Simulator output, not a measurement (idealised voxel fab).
The document below concerns the process module designated voxel quadruple lines.
For reference, the cross-section in this document is cut, with width 240 nm and square cells of 5 nm.
Cross-sections here: square-cell grids, written as top-down lists of bands, a band being one or more rows of cells.
Basically the band line says how high the top is and how high the bottom is, in nm, and then what's in it from left to right, every material with its width in nm. Empty space shows up as "air", and if a single material carries "throughout" it runs the full band edge to edge.
Note: height 0 marks the level under which the wafer is uniformly one material as received. Lowest band unbounded below, written "top 0, no bottom".
Quick explanation for "30..40": the width changes in equal steps down the rows of cells, from the first number in the band's top row to the second number in its bottom row.
A step reported as "no alterations made" is a step in which no cell of the cross-section changed.
In "Enclosed void list" the enclosed voids are listed, meaning empty spaces of 8 cells or larger without any opening to the top. The form is width x height at distance, distance from the left edge, units nm.
Formally, on a step line, whatever follows the settings is a remark that the simulator itself makes on the step.
Steps that use a mask can have "overlay nm" on their line. It says how far the mask sat to the right of where it was meant to be. Negative means to the left.

## Intended process steps
1) op RECEIVE | material Si
2) op CONFORMAL_DEP | material SiO2 | thk nm 10
3) op DIRECTIONAL_DEP | material TiN | thk nm 15
4) op DIRECTIONAL_DEP | material polySi | thk nm 20
5) op DIRECTIONAL_DEP | material aC | thk nm 20
6) op PATTERN | tone cover | mask id MANDREL | material resist | width nm 30 | thk nm 30 | overlay nm 0
7) op DIRECTIONAL_ETCH | etch materials aC | depth nm 20
8) op STRIP | etch materials resist
9) op CONFORMAL_DEP | material SiO2 | thk nm 10
10) op DIRECTIONAL_ETCH | etch materials SiO2 | depth nm 10
11) op STRIP | etch materials aC
12) op DIRECTIONAL_ETCH | etch materials polySi | depth nm 20
13) op STRIP | etch materials SiO2
14) op CONFORMAL_DEP | material SiCN | thk nm 10
15) op DIRECTIONAL_ETCH | etch materials SiCN | depth nm 10
16) op STRIP | etch materials polySi
17) op DIRECTIONAL_ETCH | etch materials TiN | depth nm 15
18) op STRIP | etch materials SiCN

## So this is the incoming wafer in cross-section - it's already been through step 1
  top 0, no bottom: Si throughout
  Enclosed void list: none

## Starting structure and process plan are as shown above, but one mistake was made in running the module; the wafer cross-section at the end of the module follows
  top 15, bottom 0: 85 air, then 10 TiN, then 10 air, then 10 TiN, then 10 air, then 10 TiN, then 10 air, then 10 TiN, then 85 air
  top 0, no bottom: Si throughout
  Enclosed void list: none
Nonconformance to the process plan: step 2 of the plan: omitted, not performed
